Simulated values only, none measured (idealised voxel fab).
A process module follows: voxel capacitor over wiring.
The cross-section on display is named cut; it measures 210 nm wide, and its cells are 5 nm squares.
Heads up, the way a cross-section reads in here is a grid of square cells, handed over as bands from the top down, with every band being one or more rows of cells. Heads up on the band format: heights come first, top then bottom, in nm. After that it's the materials left to right, each with its width in nm. A single material flagged "everywhere" fills the whole band edge to edge, and "blank" means there's empty space there. For the purposes of this specification, 0 denotes the height below which the wafer in its as-received condition is composed wholly of one material, and the lowermost band, lacking a lower limit, extends downward without end, as expressed in "0..down". The two numbers in a width such as "30->40" mark its ends across the band: the first belongs to the top row of cells, the second to the bottom row, and from each row to the next the width moves by the same amount. The cross-section has no changed cell in any step marked "everything unchanged". If an empty space has no open way to the top and is at least 8 cells in size, "Closed internal voids" lists it, written width x height at distance, where distance is measured from the left edge and every value is in nm. Whatever follows a step's settings on its line is a remark the simulator itself makes about that step. The optional step-line setting "overlay nm" applies to steps with a mask and quantifies how far to the right of its planned location the mask lay, a negative value indicating leftward placement.

SET OUT BELOW ARE THE PLANNED STEPS OF THE PROCESS
step 1: RECEIVE,material Si
step 2: CONFORMAL_DEP,material SiO2,thk nm 10
step 3: CONFORMAL_DEP,material SiCN,thk nm 5
step 4: DIRECTIONAL_DEP,material SiO2,thk nm 15
step 5: PATTERN,tone open,mask id METAL_1,material resist,width nm 30,pitch nm 95,thk nm 20,overlay nm 0
step 6: DIRECTIONAL_ETCH,etch materials SiO2,depth nm 15
step 7: DIRECTIONAL_ETCH,etch materials SiCN,depth nm 5
step 8: STRIP,etch materials resist
step 9: CONFORMAL_DEP,material TiN,thk nm 5
step 10: FILL_DEP,material Cu,thk nm 5
step 11: CMP,height nm 30
step 12: CONFORMAL_DEP,material SiCN,thk nm 5
step 13: DIRECTIONAL_DEP,material lowk,thk nm 20
step 14: PATTERN,tone open,mask id PLUG_1,material resist,width nm 15,thk nm 15,overlay nm 0
step 15: DIRECTIONAL_ETCH,etch materials lowk,depth nm 20
step 16: DIRECTIONAL_ETCH,etch materials SiCN,depth nm 5
step 17: STRIP,etch materials resist
step 18: EPI,material Ru,thk nm 10
step 19: EPI,material Ru,thk nm 10
step 20: EPI,material Ru,thk nm 5
step 21: DIRECTIONAL_DEP,material TiN,thk nm 5
step 22: DIRECTIONAL_DEP,material HfO2,thk nm 5
step 23: DIRECTIONAL_DEP,material TiN,thk nm 5
step 24: MASKED_ETCH,tone cover,mask id UPPER_PLATE,width nm 70,etch materials TiN,depth nm 5,overlay nm 0
step 25: MASKED_ETCH,tone cover,mask id UPPER_PLATE,width nm 70,etch materials HfO2,depth nm 5,overlay nm 0
step 26: MASKED_ETCH,tone cover,mask id LOWER_PLATE,width nm 80,etch materials TiN,depth nm 5,overlay nm 0
step 27: FILL_DEP,material SiO2,thk nm 15
step 28: CMP,height nm 80
step 29: DIRECTIONAL_DEP,material aC,thk nm 15
step 30: PATTERN,tone open,mask id PLUG_2,material resist,width nm 15,thk nm 30,overlay nm 0
step 31: DIRECTIONAL_ETCH,etch materials aC,depth nm 15
step 32: STRIP,etch materials resist
step 33: DIRECTIONAL_ETCH,etch materials SiO2,depth nm 10
step 34: STRIP,etch materials aC
step 35: CONFORMAL_DEP,material TiN,thk nm 5
step 36: FILL_DEP,material W,thk nm 5
step 37: CMP,height nm 80
step 38: CONFORMAL_DEP,material SiN,thk nm 5

THIS IS THE CROSS-SECTION OF THE WAFER AS WE RECEIVED IT, I.E. AFTER STEP 1
- 0..down: Si everywhere
- Closed internal voids: none

THE FOLLOWING CROSS-SECTION DEPICTS THE WAFER UPON CONCLUSION OF THE MODULE. PROCESSING COMMENCED FROM THE STARTING CONDITION ILLUSTRATED ABOVE AND ADHERED TO THE PLAN ILLUSTRATED ABOVE, SAVE FOR ONE MISTAKE IN EXECUTION
- 85..80: SiN everywhere
- 80..75: SiO2 50 nm, TiN 5 nm, SiO2 10 nm, TiN 65 nm, SiO2 80 nm
- 75..70: lowk 55 nm, SiO2 10 nm, TiN 5 nm, lowk 140 nm
- 70..65: lowk 55 nm, TiN 15 nm, lowk 140 nm
- 65..60: lowk 55 nm, HfO2 15 nm, lowk 140 nm
- 60..55: lowk 55 nm, TiN 15 nm, lowk 140 nm
- 55..35: lowk everywhere
- 35..30: SiCN everywhere
- 30..15: SiO2 40 nm, TiN 5 nm, Cu 20 nm, TiN 5 nm, SiO2 65 nm, TiN 5 nm, Cu 20 nm, TiN 5 nm, SiO2 45 nm
- 15..10: SiCN 40 nm, TiN 30 nm, SiCN 65 nm, TiN 30 nm, SiCN 45 nm
- 10..0: SiO2 everywhere
- 0..down: Si everywhere
- Closed internal voids: none
Short version of what went wrong: twice over, step 13 of the plan was run
